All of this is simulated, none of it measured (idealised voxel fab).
voxel capacitor over wiring: a process module
Square cells of 5 nm make up the cross-section cut, whose width is 150 nm.
Bands, listed from the top down, are how a cross-section gets written in this document; the cross-section itself is a grid of square cells, and a band is one or more rows of them.
The band entry comprises the height of the band's top followed by the height of its bottom, expressed in nm, and subsequently the band's materials from left to right, each stated together with its width in nm. Where a single material is marked with the word "everywhere", that material fills the band from edge to edge. The word "air" represents empty space.
Note: height 0 marks the level under which the wafer is uniformly one material as received. Lowest band unbounded below, written "0..down".
A two-number width, for instance "30 to 40", indicates that the width is equal to the first number in the top row of the band and to the second number in the bottom row, and that it changes by a constant amount per row of cells.
Any step labelled "no change" changed none of the cells in the cross-section.
Closed empty spaces (no open way to the top) of 8 cells or more are what "Closed void roster" lists, each as width x height at distance from the left edge, nm for all three.
Text after the settings on a step's line: the simulator's own remark on that step.
When a step includes a mask, the "overlay nm" setting on its line states how far to the right of its planned place that mask lay, and negative values state how far to the left.
Below you will find pairs of cross-sections. In each, one shows the wafer before one process step and the other after it, with the after view ending at the lowest band that changed. Under each pair is the step separating them, along with its settings. Do not assume the pairs form a chain: they can come from different runs of this module on the same starting wafer, and a pair continues from the pair above it only when its "Status before step" entry says so.

[Status before step]
  0..down = Si everywhere
  Closed void roster: none

[Resultant Cross-Section]
  15..0 = SiO2 everywhere
  Beneath the level 0, the cross-section is identical to its previous state.
  Closed void roster: none
Going from the before section above to the after section, the step was op CONFORMAL_DEP | material SiO2 | thk nm 15

Status before step: The prior state of this step coincides with the post-step cross-section of the pair just above.

[Resultant Cross-Section]
  20..15 = SiN everywhere
  Beneath the level 15, the cross-section is identical to its previous state.
  Closed void roster: none
Going from the before section above to the after section, the step was op CONFORMAL_DEP | material SiN | thk nm 5

Status before step: The prior state of this step coincides with the post-step cross-section of the pair just above.

[Resultant Cross-Section]
  40..20 = lowk everywhere
  Beneath the level 20, the cross-section is identical to its previous state.
  Closed void roster: none
Going from the before section above to the after section, the step was op DIRECTIONAL_DEP | material lowk | thk nm 20

Status before step: The prior state of this step coincides with the post-step cross-section of the pair just above.

[Resultant Cross-Section]
  60..40 = 15 of resist / 25 of air / 65 of resist / 25 of air / 20 of resist
  Beneath the level 40, the cross-section is identical to its previous state.
  Closed void roster: none
Going from the before section above to the after section, the step was op PATTERN | tone open | mask id METAL_1 | material resist | width nm 25 | pitch nm 90 | thk nm 20 | overlay nm 0

Status before step: The prior state of this step coincides with the post-step cross-section of the pair just above.

[Resultant Cross-Section]
  60..40 = 15 of resist / 25 of air / 65 of resist / 25 of air / 20 of resist
  40..20 = 15 of lowk / 25 of air / 65 of lowk / 25 of air / 20 of lowk
  Beneath the level 20, the cross-section is identical to its previous state.
  Closed void roster: none
Going from the before section above to the after section, the step was op DIRECTIONAL_ETCH | etch materials lowk | depth nm 20

Status before step: The prior state of this step coincides with the post-step cross-section of the pair just above.

[Resultant Cross-Section]
  60..40 = 15 of resist / 25 of air / 65 of resist / 25 of air / 20 of resist
  40..20 = 15 of lowk / 25 of air / 65 of lowk / 25 of air / 20 of lowk
  20..15 = 15 of SiN / 25 of air / 65 of SiN / 25 of air / 20 of SiN
  Beneath the level 15, the cross-section is identical to its previous state.
  Closed void roster: none
Going from the before section above to the after section, the step was op DIRECTIONAL_ETCH | etch materials SiN | depth nm 5

Status before step: The prior state of this step coincides with the post-step cross-section of the pair just above.

[Resultant Cross-Section]
  40..20 = 15 of lowk / 25 of air / 65 of lowk / 25 of air / 20 of lowk
  Beneath the level 20, the cross-section is identical to its previous state.
  Closed void roster: none
Going from the before section above to the after section, the step was op STRIP | etch materials resist

Status before step: The prior state of this step coincides with the post-step cross-section of the pair just above.

[Resultant Cross-Section]
  45..40 = 20 of TiN / 15 of air / 75 of TiN / 15 of air / 25 of TiN
  40..20 = 15 of lowk / 5 of TiN / 15 of air / 5 of TiN / 65 of lowk / 5 of TiN / 15 of air / 5 of TiN / 20 of lowk
  20..15 = 15 of SiN / 25 of TiN / 65 of SiN / 25 of TiN / 20 of SiN
  Beneath the level 15, the cross-section is identical to its previous state.
  Closed void roster: none
Going from the before section above to the after section, the step was op CONFORMAL_DEP | material TiN | thk nm 5

Status before step: The prior state of this step coincides with the post-step cross-section of the pair just above.

[Resultant Cross-Section]
  50..45 = W everywhere
  45..40 = 20 of TiN / 15 of W / 75 of TiN / 15 of W / 25 of TiN
  40..20 = 15 of lowk / 5 of TiN / 15 of W / 5 of TiN / 65 of lowk / 5 of TiN / 15 of W / 5 of TiN / 20 of lowk
  Beneath the level 20, the cross-section is identical to its previous state.
  Closed void roster: none
Going from the before section above to the after section, the step was op FILL_DEP | material W | thk nm 5

Status before step: The prior state of this step coincides with the post-step cross-section of the pair just above.

[Resultant Cross-Section]
  40..20 = 15 of lowk / 5 of TiN / 15 of W / 5 of TiN / 65 of lowk / 5 of TiN / 15 of W / 5 of TiN / 20 of lowk
  Beneath the level 20, the cross-section is identical to its previous state.
  Closed void roster: none
Going from the before section above to the after section, the step was op CMP | height nm 40

Status before step: The prior state of this step coincides with the post-step cross-section of the pair just above.

[Resultant Cross-Section]
  45..40 = SiCN everywhere
  Beneath the level 40, the cross-section is identical to its previous state.
  Closed void roster: none
Going from the before section above to the after section, the step was op CONFORMAL_DEP | material SiCN | thk nm 5

Status before step: The prior state of this step coincides with the post-step cross-section of the pair just above.

[Resultant Cross-Section]
  65..45 = lowk everywhere
  Beneath the level 45, the cross-section is identical to its previous state.
  Closed void roster: none
Going from the before section above to the after section, the step was op DIRECTIONAL_DEP | material lowk | thk nm 20

Status before step: The prior state of this step coincides with the post-step cross-section of the pair just above.

[Resultant Cross-Section]
  80..65 = aC everywhere
  Beneath the level 65, the cross-section is identical to its previous state.
  Closed void roster: none
Going from the before section above to the after section, the step was op DIRECTIONAL_DEP | material aC | thk nm 15

Status before step: The prior state of this step coincides with the post-step cross-section of the pair just above.

[Resultant Cross-Section]
  115..80 = 25 of resist / 15 of air / 110 of resist
  Beneath the level 80, the cross-section is identical to its previous state.
  Closed void roster: none
Going from the before section above to the after section, the step was op PATTERN | tone open | mask id PLUG_1 | material resist | width nm 15 | thk nm 35 | overlay nm 0

Status before step: The prior state of this step coincides with the post-step cross-section of the pair just above.

[Resultant Cross-Section]
  100..80 = 25 of resist / 15 of air / 110 of resist
  80..65 = 25 of aC / 15 of air / 110 of aC
  Beneath the level 65, the cross-section is identical to its previous state.
  Closed void roster: none
Going from the before section above to the after section, the step was op DIRECTIONAL_ETCH | etch materials aC | depth nm 15

Status before step: The prior state of this step coincides with the post-step cross-section of the pair just above.

[Resultant Cross-Section]
  80..65 = 25 of aC / 15 of air / 110 of aC
  Beneath the level 65, the cross-section is identical to its previous state.
  Closed void roster: none
Going from the before section above to the after section, the step was op STRIP | etch materials resist

Status before step: The prior state of this step coincides with the post-step cross-section of the pair just above.

[Resultant Cross-Section]
  80..65 = 25 of aC / 15 of air / 110 of aC
  65..45 = 25 of lowk / 15 of air / 110 of lowk
  Beneath the level 45, the cross-section is identical to its previous state.
  Closed void roster: none
Going from the before section above to the after section, the step was op DIRECTIONAL_ETCH | etch materials lowk | depth nm 20

Status before step: The prior state of this step coincides with the post-step cross-section of the pair just above.

[Resultant Cross-Section]
  80..65 = 25 of aC / 15 of air / 110 of aC
  65..45 = 25 of lowk / 15 of air / 110 of lowk
  45..40 = 25 of SiCN / 15 of air / 110 of SiCN
  Beneath the level 40, the cross-section is identical to its previous state.
  Closed void roster: none
Going from the before section above to the after section, the step was op DIRECTIONAL_ETCH | etch materials SiCN | depth nm 5

Status before step: The prior state of this step coincides with the post-step cross-section of the pair just above.

[Resultant Cross-Section]
  65..45 = 25 of lowk / 15 of air / 110 of lowk
  Beneath the level 45, the cross-section is identical to its previous state.
  Closed void roster: none
Going from the before section above to the after section, the step was op STRIP | etch materials aC

Status before step: The prior state of this step coincides with the post-step cross-section of the pair just above.

[Resultant Cross-Section]
  65..50 = 25 of lowk / 15 of air / 110 of lowk
  50..45 = 25 of lowk / 15 of Ru / 110 of lowk
  45..40 = 25 of SiCN / 15 of Ru / 110 of SiCN
  Beneath the level 40, the cross-section is identical to its previous state.
  Closed void roster: none
Going from the before section above to the after section, the step was op EPI | material Ru | thk nm 10

Status before step: The prior state of this step coincides with the post-step cross-section of the pair just above.

[Resultant Cross-Section]
  65..60 = 25 of lowk / 15 of air / 110 of lowk
  60..45 = 25 of lowk / 15 of Ru / 110 of lowk
  Beneath the level 45, the cross-section is identical to its previous state.
  Closed void roster: none
Going from the before section above to the after section, the step was op EPI | material Ru | thk nm 10

Status before step: The prior state of this step coincides with the post-step cross-section of the pair just above.

[Resultant Cross-Section]
  65..45 = 25 of lowk / 15 of Ru / 110 of lowk
  Beneath the level 45, the cross-section is identical to its previous state.
  Closed void roster: none
Going from the before section above to the after section, the step was op EPI | material Ru | thk nm 5

Status before step: The prior state of this step coincides with the post-step cross-section of the pair just above.

[Resultant Cross-Section]
  75..65 = TiN everywhere
  Beneath the level 65, the cross-section is identical to its previous state.
  Closed void roster: none
Going from the before section above to the after section, the step was op DIRECTIONAL_DEP | material TiN | thk nm 10

Status before step: The prior state of this step coincides with the post-step cross-section of the pair just above.

[Resultant Cross-Section]
  80..75 = Al2O3 everywhere
  Beneath the level 75, the cross-section is identical to its previous state.
  Closed void roster: none
Going from the before section above to the after section, the step was op DIRECTIONAL_DEP | material Al2O3 | thk nm 5

Status before step: The prior state of this step coincides with the post-step cross-section of the pair just above.

[Resultant Cross-Section]
  85..80 = TiN everywhere
  Beneath the level 80, the cross-section is identical to its previous state.
  Closed void roster: none
Going from the before section above to the after section, the step was op DIRECTIONAL_DEP | material TiN | thk nm 5

Status before step: The prior state of this step coincides with the post-step cross-section of the pair just above.

[Resultant Cross-Section]
  105..85 = 25 of air / 70 of resist / 55 of air
  Beneath the level 85, the cross-section is identical to its previous state.
  Closed void roster: none
Going from the before section above to the after section, the step was op PATTERN | tone cover | mask id UPPER_PLATE | material resist | width nm 70 | thk nm 20 | overlay nm 0

Status before step: The prior state of this step coincides with the post-step cross-section of the pair just above.

[Resultant Cross-Section]
  105..85 = 25 of air / 70 of resist / 55 of air
  85..80 = 25 of air / 70 of TiN / 55 of air
  Beneath the level 80, the cross-section is identical to its previous state.
  Closed void roster: none
Going from the before section above to the after section, the step was op DIRECTIONAL_ETCH | etch materials TiN | depth nm 5

Status before step: The prior state of this step coincides with the post-step cross-section of the pair just above.

[Resultant Cross-Section]
  105..85 = 25 of air / 70 of resist / 55 of air
  85..80 = 25 of air / 70 of TiN / 55 of air
  80..75 = 25 of air / 70 of Al2O3 / 55 of air
  Beneath the level 75, the cross-section is identical to its previous state.
  Closed void roster: none
Going from the before section above to the after section, the step was op DIRECTIONAL_ETCH | etch materials Al2O3 | depth nm 5

Status before step: The prior state of this step coincides with the post-step cross-section of the pair just above.

[Resultant Cross-Section]
  85..80 = 25 of air / 70 of TiN / 55 of air
  Beneath the level 80, the cross-section is identical to its previous state.
  Closed void roster: none
Going from the before section above to the after section, the step was op STRIP | etch materials resist

Status before step: The prior state of this step coincides with the post-step cross-section of the pair just above.

[Resultant Cross-Section]
  95..85 = 25 of air / 70 of aC / 55 of air
  85..80 = 25 of aC / 70 of TiN / 55 of aC
  80..75 = 25 of aC / 70 of Al2O3 / 55 of aC
  Beneath the level 75, the cross-section is identical to its previous state.
  Closed void roster: none
Going from the before section above to the after section, the step was op DIRECTIONAL_DEP | material aC | thk nm 10

Status before step: The prior state of this step coincides with the post-step cross-section of the pair just above.

[Resultant Cross-Section]
  120..95 = 20 of air / 80 of resist / 50 of air
  95..85 = 20 of air / 5 of resist / 70 of aC / 5 of resist / 50 of air
  Beneath the level 85, the cross-section is identical to its previous state.
  Closed void roster: none
Going from the before section above to the after section, the step was op PATTERN | tone cover | mask id LOWER_PLATE | material resist | width nm 80 | thk nm 25 | overlay nm 0

Status before step: The prior state of this step coincides with the post-step cross-section of the pair just above.

[Resultant Cross-Section]
  110..95 = 20 of air / 80 of resist / 50 of air
  95..85 = 20 of air / 5 of resist / 70 of aC / 5 of resist / 50 of air
  85..80 = 20 of air / 5 of aC / 70 of TiN / 5 of aC / 50 of air
  80..75 = 20 of air / 5 of aC / 70 of Al2O3 / 5 of aC / 50 of air
  Beneath the level 75, the cross-section is identical to its previous state.
  Closed void roster: none
Going from the before section above to the after section, the step was op DIRECTIONAL_ETCH | etch materials aC | depth nm 10

Status before step: The prior state of this step coincides with the post-step cross-section of the pair just above.

[Resultant Cross-Section]
  95..85 = 25 of air / 70 of aC / 55 of air
  Beneath the level 85, the cross-section is identical to its previous state.
  Closed void roster: none
Going from the before section above to the after section, the step was op STRIP | etch materials resist

Status before step: The prior state of this step coincides with the post-step cross-section of the pair just above.

[Resultant Cross-Section]
  95..85 = 25 of air / 70 of aC / 55 of air
  85..80 = 20 of air / 5 of aC / 70 of TiN / 5 of aC / 50 of air
  80..75 = 20 of air / 5 of aC / 70 of Al2O3 / 5 of aC / 50 of air
  75..65 = 20 of air / 80 of TiN / 50 of air
  Beneath the level 65, the cross-section is identical to its previous state.
  Closed void roster: none
Going from the before section above to the after section, the step was op DIRECTIONAL_ETCH | etch materials TiN | depth nm 10

Status before step: The prior state of this step coincides with the post-step cross-section of the pair just above.

[Resultant Cross-Section]
  85..80 = 25 of air / 70 of TiN / 55 of air
  80..75 = 25 of air / 70 of Al2O3 / 55 of air
  Beneath the level 75, the cross-section is identical to its previous state.
  Closed void roster: none
Going from the before section above to the after section, the step was op STRIP | etch materials aC

Status before step: The prior state of this step coincides with the post-step cross-section of the pair just above.

[Resultant Cross-Section]
  105..85 = SiO2 everywhere
  85..80 = 25 of SiO2 / 70 of TiN / 55 of SiO2
  80..75 = 25 of SiO2 / 70 of Al2O3 / 55 of SiO2
  75..65 = 20 of SiO2 / 80 of TiN / 50 of SiO2
  Beneath the level 65, the cross-section is identical to its previous state.
  Closed void roster: none
Going from the before section above to the after section, the step was op FILL_DEP | material SiO2 | thk nm 20

Status before step: The prior state of this step coincides with the post-step cross-section of the pair just above.

[Resultant Cross-Section]
  100..85 = SiO2 everywhere
  Beneath the level 85, the cross-section is identical to its previous state.
  Closed void roster: none
Going from the before section above to the after section, the step was op CMP | height nm 100

Status before step: The prior state of this step coincides with the post-step cross-section of the pair just above.

[Resultant Cross-Section]
  115..100 = aC everywhere
  Beneath the level 100, the cross-section is identical to its previous state.
  Closed void roster: none
Going from the before section above to the after section, the step was op DIRECTIONAL_DEP | material aC | thk nm 15

Status before step: The prior state of this step coincides with the post-step cross-section of the pair just above.

[Resultant Cross-Section]
  145..115 = 35 of resist / 15 of air / 100 of resist
  Beneath the level 115, the cross-section is identical to its previous state.
  Closed void roster: none
Going from the before section above to the after section, the step was op PATTERN | tone open | mask id PLUG_2 | material resist | width nm 15 | thk nm 30 | overlay nm 0

Status before step: The prior state of this step coincides with the post-step cross-section of the pair just above.

[Resultant Cross-Section]
  130..115 = 35 of resist / 15 of air / 100 of resist
  115..100 = 35 of aC / 15 of air / 100 of aC
  Beneath the level 100, the cross-section is identical to its previous state.
  Closed void roster: none
Going from the before section above to the after section, the step was op DIRECTIONAL_ETCH | etch materials aC | depth nm 15

Status before step: The prior state of this step coincides with the post-step cross-section of the pair just above.

[Resultant Cross-Section]
  115..100 = 35 of aC / 15 of air / 100 of aC
  Beneath the level 100, the cross-section is identical to its previous state.
  Closed void roster: none
Going from the before section above to the after section, the step was op STRIP | etch materials resist

Status before step: The prior state of this step coincides with the post-step cross-section of the pair just above.

[Resultant Cross-Section]
  115..100 = 35 of aC / 15 of air / 100 of aC
  100..85 = 35 of SiO2 / 15 of air / 100 of SiO2
  Beneath the level 85, the cross-section is identical to its previous state.
  Closed void roster: none
Going from the before section above to the after section, the step was op DIRECTIONAL_ETCH | etch materials SiO2 | depth nm 15

Status before step: The prior state of this step coincides with the post-step cross-section of the pair just above.

[Resultant Cross-Section]
  100..85 = 35 of SiO2 / 15 of air / 100 of SiO2
  Beneath the level 85, the cross-section is identical to its previous state.
  Closed void roster: none
Going from the before section above to the after section, the step was op STRIP | etch materials aC

Status before step: The prior state of this step coincides with the post-step cross-section of the pair just above.

[Resultant Cross-Section]
  105..100 = 40 of TiN / 5 of air / 105 of TiN
  100..90 = 35 of SiO2 / 5 of TiN / 5 of air / 5 of TiN / 100 of SiO2
  90..80 = 35 to 25 of SiO2 / 15 to 70 of TiN / 100 to 55 of SiO2
  Beneath the level 80, the cross-section is identical to its previous state.
  Closed void roster: none
Going from the before section above to the after section, the step was op CONFORMAL_DEP | material TiN | thk nm 5

Status before step: The prior state of this step coincides with the post-step cross-section of the pair just above.

[Resultant Cross-Section]
  115..105 = Cu everywhere
  105..100 = 40 of TiN / 5 of Cu / 105 of TiN
  100..90 = 35 of SiO2 / 5 of TiN / 5 of Cu / 5 of TiN / 100 of SiO2
  Beneath the level 90, the cross-section is identical to its previous state.
  Closed void roster: none
Going from the before section above to the after section, the step was op FILL_DEP | material Cu | thk nm 10

Status before step: The prior state of this step coincides with the post-step cross-section of the pair just above.

[Resultant Cross-Section]
  100..90 = 35 of SiO2 / 5 of TiN / 5 of Cu / 5 of TiN / 100 of SiO2
  Beneath the level 90, the cross-section is identical to its previous state.
  Closed void roster: none
Going from the before section above to the after section, the step was op CMP | height nm 100

Status before step: The prior state of this step coincides with the post-step cross-section of the pair just above.

[Resultant Cross-Section]
  105..100 = SiCN everywhere
  Beneath the level 100, the cross-section is identical to its previous state.
  Closed void roster: none
Going from the before section above to the after section, the step was op CONFORMAL_DEP | material SiCN | thk nm 5

[Status before step]
  65..50 = 25 of lowk / 15 of air / 110 of lowk
  50..45 = 25 of lowk / 15 of Ru / 110 of lowk
  45..40 = 25 of SiCN / 15 of Ru / 110 of SiCN
  40..20 = 15 of lowk / 5 of TiN / 15 of W / 5 of TiN / 65 of lowk / 5 of TiN / 15 of W / 5 of TiN / 20 of lowk
  20..15 = 15 of SiN / 25 of TiN / 65 of SiN / 25 of TiN / 20 of SiN
  15..0 = SiO2 everywhere
  0..down = Si everywhere
  Closed void roster: none

[Resultant Cross-Section]
  65..55 = 25 of lowk / 15 of air / 110 of lowk
  55..45 = 25 of lowk / 15 of Ru / 110 of lowk
  Beneath the level 45, the cross-section is identical to its previous state.
  Closed void roster: none
Going from the before section above to the after section, the step was op EPI | material Ru | thk nm 5

Status before step: The prior state of this step coincides with the post-step cross-section of the pair just above.

[Resultant Cross-Section]
  75..65 = 25 of TiN / 15 of air / 110 of TiN
  65..55 = 25 of lowk / 15 of TiN / 110 of lowk
  Beneath the level 55, the cross-section is identical to its previous state.
  Closed void roster: none
Going from the before section above to the after section, the step was op DIRECTIONAL_DEP | material TiN | thk nm 10

Status before step: The prior state of this step coincides with the post-step cross-section of the pair just above.

[Resultant Cross-Section]
  80..75 = 25 of Al2O3 / 15 of air / 110 of Al2O3
  75..70 = 25 of TiN / 15 of air / 110 of TiN
  70..65 = 25 of TiN / 15 of Al2O3 / 110 of TiN
  Beneath the level 65, the cross-section is identical to its previous state.
  Closed void roster: none
Going from the before section above to the after section, the step was op DIRECTIONAL_DEP | material Al2O3 | thk nm 5

Status before step: The prior state of this step coincides with the post-step cross-section of the pair just above.

[Resultant Cross-Section]
  85..80 = 25 of TiN / 15 of air / 110 of TiN
  80..75 = 25 of Al2O3 / 15 of air / 110 of Al2O3
  75..70 = TiN everywhere
  Beneath the level 70, the cross-section is identical to its previous state.
  Closed void roster: none
Going from the before section above to the after section, the step was op DIRECTIONAL_DEP | material TiN | thk nm 5

Status before step: The prior state of this step coincides with the post-step cross-section of the pair just above.

[Resultant Cross-Section]
  105..85 = 25 of air / 70 of resist / 55 of air
  85..80 = 25 of TiN / 15 of resist / 110 of TiN
  80..75 = 25 of Al2O3 / 15 of resist / 110 of Al2O3
  Beneath the level 75, the cross-section is identical to its previous state.
  Closed void roster: none
Going from the before section above to the after section, the step was op PATTERN | tone cover | mask id UPPER_PLATE | material resist | width nm 70 | thk nm 20 | overlay nm 0

Status before step: The prior state of this step coincides with the post-step cross-section of the pair just above.

[Resultant Cross-Section]
  105..85 = 25 of air / 70 of resist / 55 of air
  85..80 = 25 of air / 15 of resist / 55 of TiN / 55 of air
  Beneath the level 80, the cross-section is identical to its previous state.
  Closed void roster: none
Going from the before section above to the after section, the step was op DIRECTIONAL_ETCH | etch materials TiN | depth nm 5

Status before step: The prior state of this step coincides with the post-step cross-section of the pair just above.

[Resultant Cross-Section]
  105..85 = 25 of air / 70 of resist / 55 of air
  85..80 = 25 of air / 15 of resist / 55 of TiN / 55 of air
  80..75 = 25 of air / 15 of resist / 55 of Al2O3 / 55 of air
  Beneath the level 75, the cross-section is identical to its previous state.
  Closed void roster: none
Going from the before section above to the after section, the step was op DIRECTIONAL_ETCH | etch materials Al2O3 | depth nm 5

Status before step: The prior state of this step coincides with the post-step cross-section of the pair just above.

[Resultant Cross-Section]
  85..80 = 40 of air / 55 of TiN / 55 of air
  80..75 = 40 of air / 55 of Al2O3 / 55 of air
  Beneath the level 75, the cross-section is identical to its previous state.
  Closed void roster: none
Going from the before section above to the after section, the step was op STRIP | etch materials resist

Status before step: The prior state of this step coincides with the post-step cross-section of the pair just above.

[Resultant Cross-Section]
  95..85 = 40 of air / 55 of aC / 55 of air
  85..80 = 40 of aC / 55 of TiN / 55 of aC
  80..75 = 40 of aC / 55 of Al2O3 / 55 of aC
  Beneath the level 75, the cross-section is identical to its previous state.
  Closed void roster: none
Going from the before section above to the after section, the step was op DIRECTIONAL_DEP | material aC | thk nm 10

Status before step: The prior state of this step coincides with the post-step cross-section of the pair just above.

[Resultant Cross-Section]
  120..95 = 20 of air / 80 of resist / 50 of air
  95..85 = 20 of air / 20 of resist / 55 of aC / 5 of resist / 50 of air
  Beneath the level 85, the cross-section is identical to its previous state.
  Closed void roster: none
Going from the before section above to the after section, the step was op PATTERN | tone cover | mask id LOWER_PLATE | material resist | width nm 80 | thk nm 25 | overlay nm 0

Status before step: The prior state of this step coincides with the post-step cross-section of the pair just above.

[Resultant Cross-Section]
  110..95 = 20 of air / 80 of resist / 50 of air
  95..85 = 20 of air / 20 of resist / 55 of aC / 5 of resist / 50 of air
  85..80 = 20 of air / 20 of aC / 55 of TiN / 5 of aC / 50 of air
  80..75 = 20 of air / 20 of aC / 55 of Al2O3 / 5 of aC / 50 of air
  Beneath the level 75, the cross-section is identical to its previous state.
  Closed void roster: none
Going from the before section above to the after section, the step was op DIRECTIONAL_ETCH | etch materials aC | depth nm 10

Status before step: The prior state of this step coincides with the post-step cross-section of the pair just above.

[Resultant Cross-Section]
  95..85 = 40 of air / 55 of aC / 55 of air
  Beneath the level 85, the cross-section is identical to its previous state.
  Closed void roster: none
Going from the before section above to the after section, the step was op STRIP | etch materials resist

Status before step: The prior state of this step coincides with the post-step cross-section of the pair just above.

[Resultant Cross-Section]
  95..85 = 40 of air / 55 of aC / 55 of air
  85..80 = 20 of air / 20 of aC / 55 of TiN / 5 of aC / 50 of air
  80..75 = 20 of air / 20 of aC / 55 of Al2O3 / 5 of aC / 50 of air
  75..70 = 20 of air / 80 of TiN / 50 of air
  70..65 = 20 of air / 5 of TiN / 15 of Al2O3 / 60 of TiN / 50 of air
  Beneath the level 65, the cross-section is identical to its previous state.
  Closed void roster: none
Going from the before section above to the after section, the step was op DIRECTIONAL_ETCH | etch materials TiN | depth nm 10

Status before step: The prior state of this step coincides with the post-step cross-section of the pair just above.

[Resultant Cross-Section]
  85..80 = 40 of air / 55 of TiN / 55 of air
  80..75 = 40 of air / 55 of Al2O3 / 55 of air
  Beneath the level 75, the cross-section is identical to its previous state.
  Closed void roster: none
Going from the before section above to the after section, the step was op STRIP | etch materials aC

Status before step: The prior state of this step coincides with the post-step cross-section of the pair just above.

[Resultant Cross-Section]
  105..85 = SiO2 everywhere
  85..80 = 40 of SiO2 / 55 of TiN / 55 of SiO2
  80..75 = 40 of SiO2 / 55 of Al2O3 / 55 of SiO2
  75..70 = 20 of SiO2 / 80 of TiN / 50 of SiO2
  70..65 = 20 of SiO2 / 5 of TiN / 15 of Al2O3 / 60 of TiN / 50 of SiO2
  Beneath the level 65, the cross-section is identical to its previous state.
  Closed void roster: none
Going from the before section above to the after section, the step was op FILL_DEP | material SiO2 | thk nm 20

Status before step: The prior state of this step coincides with the post-step cross-section of the pair just above.

[Resultant Cross-Section]
  100..85 = SiO2 everywhere
  Beneath the level 85, the cross-section is identical to its previous state.
  Closed void roster: none
Going from the before section above to the after section, the step was op CMP | height nm 100

Status before step: The prior state of this step coincides with the post-step cross-section of the pair just above.

[Resultant Cross-Section]
  115..100 = aC everywhere
  Beneath the level 100, the cross-section is identical to its previous state.
  Closed void roster: none
Going from the before section above to the after section, the step was op DIRECTIONAL_DEP | material aC | thk nm 15

Status before step: The prior state of this step coincides with the post-step cross-section of the pair just above.

[Resultant Cross-Section]
  145..115 = 35 of resist / 15 of air / 100 of resist
  Beneath the level 115, the cross-section is identical to its previous state.
  Closed void roster: none
Going from the before section above to the after section, the step was op PATTERN | tone open | mask id PLUG_2 | material resist | width nm 15 | thk nm 30 | overlay nm 0

Status before step: The prior state of this step coincides with the post-step cross-section of the pair just above.

[Resultant Cross-Section]
  130..115 = 35 of resist / 15 of air / 100 of resist
  115..100 = 35 of aC / 15 of air / 100 of aC
  Beneath the level 100, the cross-section is identical to its previous state.
  Closed void roster: none
Going from the before section above to the after section, the step was op DIRECTIONAL_ETCH | etch materials aC | depth nm 15

Status before step: The prior state of this step coincides with the post-step cross-section of the pair just above.

[Resultant Cross-Section]
  115..100 = 35 of aC / 15 of air / 100 of aC
  Beneath the level 100, the cross-section is identical to its previous state.
  Closed void roster: none
Going from the before section above to the after section, the step was op STRIP | etch materials resist

Status before step: The prior state of this step coincides with the post-step cross-section of the pair just above.

[Resultant Cross-Section]
  115..100 = 35 of aC / 15 of air / 100 of aC
  100..85 = 35 of SiO2 / 15 of air / 100 of SiO2
  Beneath the level 85, the cross-section is identical to its previous state.
  Closed void roster: none
Going from the before section above to the after section, the step was op DIRECTIONAL_ETCH | etch materials SiO2 | depth nm 15

Status before step: The prior state of this step coincides with the post-step cross-section of the pair just above.

[Resultant Cross-Section]
  100..85 = 35 of SiO2 / 15 of air / 100 of SiO2
  Beneath the level 85, the cross-section is identical to its previous state.
  Closed void roster: none
Going from the before section above to the after section, the step was op STRIP | etch materials aC

Status before step: The prior state of this step coincides with the post-step cross-section of the pair just above.

[Resultant Cross-Section]
  105..100 = 40 of TiN / 5 of air / 105 of TiN
  100..90 = 35 of SiO2 / 5 of TiN / 5 of air / 5 of TiN / 100 of SiO2
  90..80 = 35 to 40 of SiO2 / 15 to 55 of TiN / 100 to 55 of SiO2
  Beneath the level 80, the cross-section is identical to its previous state.
  Closed void roster: none
Going from the before section above to the after section, the step was op CONFORMAL_DEP | material TiN | thk nm 5

Status before step: The prior state of this step coincides with the post-step cross-section of the pair just above.

[Resultant Cross-Section]
  115..105 = Cu everywhere
  105..100 = 40 of TiN / 5 of Cu / 105 of TiN
  100..90 = 35 of SiO2 / 5 of TiN / 5 of Cu / 5 of TiN / 100 of SiO2
  Beneath the level 90, the cross-section is identical to its previous state.
  Closed void roster: none
Going from the before section above to the after section, the step was op FILL_DEP | material Cu | thk nm 10

Status before step: The prior state of this step coincides with the post-step cross-section of the pair just above.

[Resultant Cross-Section]
  100..90 = 35 of SiO2 / 5 of TiN / 5 of Cu / 5 of TiN / 100 of SiO2
  Beneath the level 90, the cross-section is identical to its previous state.
  Closed void roster: none
Going from the before section above to the after section, the step was op CMP | height nm 100

Status before step: The prior state of this step coincides with the post-step cross-section of the pair just above.

[Resultant Cross-Section]
  105..100 = SiCN everywhere
  Beneath the level 100, the cross-section is identical to its previous state.
  Closed void roster: none
Going from the before section above to the after section, the step was op CONFORMAL_DEP | material SiCN | thk nm 5

[Status before step]
  65..45 = lowk everywhere
  45..40 = SiCN everywhere
  40..20 = 15 of lowk / 5 of TiN / 15 of W / 5 of TiN / 65 of lowk / 5 of TiN / 15 of W / 5 of TiN / 20 of lowk
  20..15 = 15 of SiN / 25 of TiN / 65 of SiN / 25 of TiN / 20 of SiN
  15..0 = SiO2 everywhere
  0..down = Si everywhere
  Closed void roster: none

[Resultant Cross-Section]
  85..45 = lowk everywhere
  Beneath the level 45, the cross-section is identical to its previous state.
  Closed void roster: none
Going from the before section above to the after section, the step was op DIRECTIONAL_DEP | material lowk | thk nm 20

Status before step: The prior state of this step coincides with the post-step cross-section of the pair just above.

[Resultant Cross-Section]
  100..85 = aC everywhere
  Beneath the level 85, the cross-section is identical to its previous state.
  Closed void roster: none
Going from the before section above to the after section, the step was op DIRECTIONAL_DEP | material aC | thk nm 15

Status before step: The prior state of this step coincides with the post-step cross-section of the pair just above.

[Resultant Cross-Section]
  135..100 = 25 of resist / 15 of air / 110 of resist
  Beneath the level 100, the cross-section is identical to its previous state.
  Closed void roster: none
Going from the before section above to the after section, the step was op PATTERN | tone open | mask id PLUG_1 | material resist | width nm 15 | thk nm 35 | overlay nm 0

Status before step: The prior state of this step coincides with the post-step cross-section of the pair just above.

[Resultant Cross-Section]
  120..100 = 25 of resist / 15 of air / 110 of resist
  100..85 = 25 of aC / 15 of air / 110 of aC
  Beneath the level 85, the cross-section is identical to its previous state.
  Closed void roster: none
Going from the before section above to the after section, the step was op DIRECTIONAL_ETCH | etch materials aC | depth nm 15

Status before step: The prior state of this step coincides with the post-step cross-section of the pair just above.

[Resultant Cross-Section]
  100..85 = 25 of aC / 15 of air / 110 of aC
  Beneath the level 85, the cross-section is identical to its previous state.
  Closed void roster: none
Going from the before section above to the after section, the step was op STRIP | etch materials resist

Status before step: The prior state of this step coincides with the post-step cross-section of the pair just above.

[Resultant Cross-Section]
  100..85 = 25 of aC / 15 of air / 110 of aC
  85..65 = 25 of lowk / 15 of air / 110 of lowk
  Beneath the level 65, the cross-section is identical to its previous state.
  Closed void roster: none
Going from the before section above to the after section, the step was op DIRECTIONAL_ETCH | etch materials lowk | depth nm 20
